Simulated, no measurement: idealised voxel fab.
Process module, titled voxel wiring stack
We display cut, a cross-section 235 nm in width whose square cells are each 5 nm.
Square cells in a grid make up a cross-section in this document, and the grid is given as bands, listed from the top down, each one or more rows of cells. Look at the band entry: it leads with the top's height and the bottom's height in nm. Then it lists the materials left to right, with a width in nm for each. The word "full width" on a single material says that material fills the band edge to edge. The word "blank" is empty space. Heights are reckoned from 0. Under this level, the received wafer is all of one material. The bottommost band is open-ended downward, for example "0 down". Top row gets the first number, bottom row gets the second, and each row in between changes by the same step: that is how a band width like "30 to 40" works. What does "no modifications" mean for a step? It means no cell of the cross-section changed in that step. Trapped cavities: empty space of 8 cells or more with no open way to the top, each as width x height at its distance from the left edge, in nm. Formally, on a step line, whatever follows the settings is a remark that the simulator itself makes on the step. Regarding "overlay nm": on a step with a mask, it is the distance the mask lay to the right of its planned place; a negative value places it to the left.
-- So here's the lineup of process steps we planned
1,RECEIVE | material Si
2,CONFORMAL_DEP | material SiO2 | thk nm 10
3,DIRECTIONAL_DEP | material TiN | thk nm 5
4,DIRECTIONAL_DEP | material Ru | thk nm 15
5,DIRECTIONAL_DEP | material aC | thk nm 15
6,PATTERN | tone cover | mask id METAL_1 | material resist | width nm 20 | pitch nm 50 | thk nm 30 | overlay nm 0
7,DIRECTIONAL_ETCH | etch materials aC | depth nm 15
8,STRIP | etch materials resist
9,DIRECTIONAL_ETCH | etch materials Ru | depth nm 15
10,DIRECTIONAL_ETCH | etch materials TiN | depth nm 5
11,STRIP | etch materials aC
12,CONFORMAL_DEP | material SiCN | thk nm 5
13,FILL_DEP | material SiO2 | thk nm 5
14,CMP | height nm 30
15,CONFORMAL_DEP | material SiCN | thk nm 5
16,DIRECTIONAL_DEP | material SiO2 | thk nm 15
17,DIRECTIONAL_DEP | material aC | thk nm 10
18,PATTERN | tone open | mask id PLUG_1 | material resist | width nm 15 | pitch nm 50 | thk nm 25 | overlay nm 0
19,DIRECTIONAL_ETCH | etch materials aC | depth nm 10
20,STRIP | etch materials resist
21,DIRECTIONAL_ETCH | etch materials SiO2 | depth nm 15
22,DIRECTIONAL_ETCH | etch materials SiCN | depth nm 5
23,STRIP | etch materials aC
24,CONFORMAL_DEP | material TiN | thk nm 5
25,FILL_DEP | material Ru | thk nm 5
26,CMP | height nm 50
27,CONFORMAL_DEP | material SiN | thk nm 5
28,DIRECTIONAL_DEP | material lowk | thk nm 25
29,MASKED_ETCH | tone open | mask id METAL_2 | width nm 20 | pitch nm 50 | etch materials lowk | depth nm 25 | overlay nm 0
30,MASKED_ETCH | tone open | mask id METAL_2 | width nm 20 | pitch nm 50 | etch materials SiN | depth nm 5 | overlay nm 0
31,CONFORMAL_DEP | material TiN | thk nm 5
32,FILL_DEP | material W | thk nm 5
33,CMP | height nm 80
34,CONFORMAL_DEP | material SiCN | thk nm 5
35,DIRECTIONAL_DEP | material SiO2 | thk nm 30
36,DIRECTIONAL_DEP | material aC | thk nm 10
37,PATTERN | tone open | mask id METAL_3_HOLES | material resist | width nm 15 | thk nm 30 | overlay nm 0
38,DIRECTIONAL_ETCH | etch materials aC | depth nm 10
39,STRIP | etch materials resist
40,DIRECTIONAL_ETCH | etch materials SiO2 | depth nm 30
41,STRIP | etch materials aC
42,MASKED_ETCH | tone open | mask id METAL_3 | width nm 20 | pitch nm 50 | etch materials SiO2 | depth nm 15 | overlay nm 0
43,MASKED_ETCH | tone open | mask id METAL_3 | width nm 20 | pitch nm 50 | etch materials SiCN | depth nm 5 | overlay nm 0
44,CONFORMAL_DEP | material TiN | thk nm 5
45,FILL_DEP | material Ru | thk nm 5
46,CMP | height nm 115
47,CONFORMAL_DEP | material SiN | thk nm 5
-- Delivered wafer in cross-section: state after step 1
- 0 down  Si full width
- Trapped cavities: none
-- first wafer at the end, as planned
- 120 to 115  SiN full width
- 115 to 105  SiO2 80 nm  TiN 5 nm  Ru 10 nm  TiN 5 nm  SiO2 30 nm  TiN 5 nm  Ru 10 nm  TiN 5 nm  SiO2 85 nm
- 105 to 100  SiO2 80 nm  TiN 5 nm  Ru 5 nm  TiN 10 nm  SiO2 30 nm  TiN 20 nm  SiO2 85 nm
- 100 to 85  SiO2 80 nm  TiN 5 nm  Ru 5 nm  TiN 5 nm  SiO2 140 nm
- 85 to 80  SiCN 80 nm  TiN 15 nm  SiCN 140 nm
- 80 to 55  lowk 80 nm  TiN 5 nm  W 10 nm  TiN 5 nm  lowk 30 nm  TiN 5 nm  W 10 nm  TiN 5 nm  lowk 85 nm
- 55 to 50  SiN 80 nm  TiN 20 nm  SiN 30 nm  TiN 20 nm  SiN 85 nm
- 50 to 35  SiO2 80 nm  TiN 5 nm  Ru 5 nm  TiN 5 nm  SiO2 35 nm  TiN 5 nm  Ru 5 nm  TiN 5 nm  SiO2 90 nm
- 35 to 30  SiCN 80 nm  TiN 15 nm  SiCN 35 nm  TiN 15 nm  SiCN 90 nm
- 30 to 15  SiO2 75 nm  SiCN 5 nm  Ru 20 nm  SiCN 5 nm  SiO2 20 nm  SiCN 5 nm  Ru 20 nm  SiCN 5 nm  SiO2 80 nm
- 15 to 10  SiCN 80 nm  TiN 20 nm  SiCN 30 nm  TiN 20 nm  SiCN 85 nm
- 10 to 0  SiO2 full width
- 0 down  Si full width
- Trapped cavities: none
-- What the second wafer looks like in cross-section once the module is done. Its start and its plan matched the first wafer's exactly; what differed was one mistake in how it was run
- 120 to 115  SiN full width
- 115 to 110  SiCN 80 nm  TiN 20 nm  SiCN 30 nm  TiN 20 nm  SiCN 85 nm
- 110 to 80  SiO2 full width
- 80 to 55  lowk 80 nm  TiN 5 nm  W 10 nm  TiN 5 nm  lowk 30 nm  TiN 5 nm  W 10 nm  TiN 5 nm  lowk 85 nm
- 55 to 50  SiN 80 nm  TiN 20 nm  SiN 30 nm  TiN 20 nm  SiN 85 nm
- 50 to 35  SiO2 80 nm  TiN 5 nm  Ru 5 nm  TiN 5 nm  SiO2 35 nm  TiN 5 nm  Ru 5 nm  TiN 5 nm  SiO2 90 nm
- 35 to 30  SiCN 80 nm  TiN 15 nm  SiCN 35 nm  TiN 15 nm  SiCN 90 nm
- 30 to 15  SiO2 75 nm  SiCN 5 nm  Ru 20 nm  SiCN 5 nm  SiO2 20 nm  SiCN 5 nm  Ru 20 nm  SiCN 5 nm  SiO2 80 nm
- 15 to 10  SiCN 80 nm  TiN 20 nm  SiCN 30 nm  TiN 20 nm  SiCN 85 nm
- 10 to 0  SiO2 full width
- 0 down  Si full width
- Trapped cavities: none
What was the processing mistake? the run placed steps 34 and 35 each in the position the plan gave to the other
Bottom line after processing is that, in cells, the second wafer is up or down on some materials versus the first: Ru: 12 fewer | SiCN: 5 fewer | SiO2: 33 more | TiN: 16 fewer
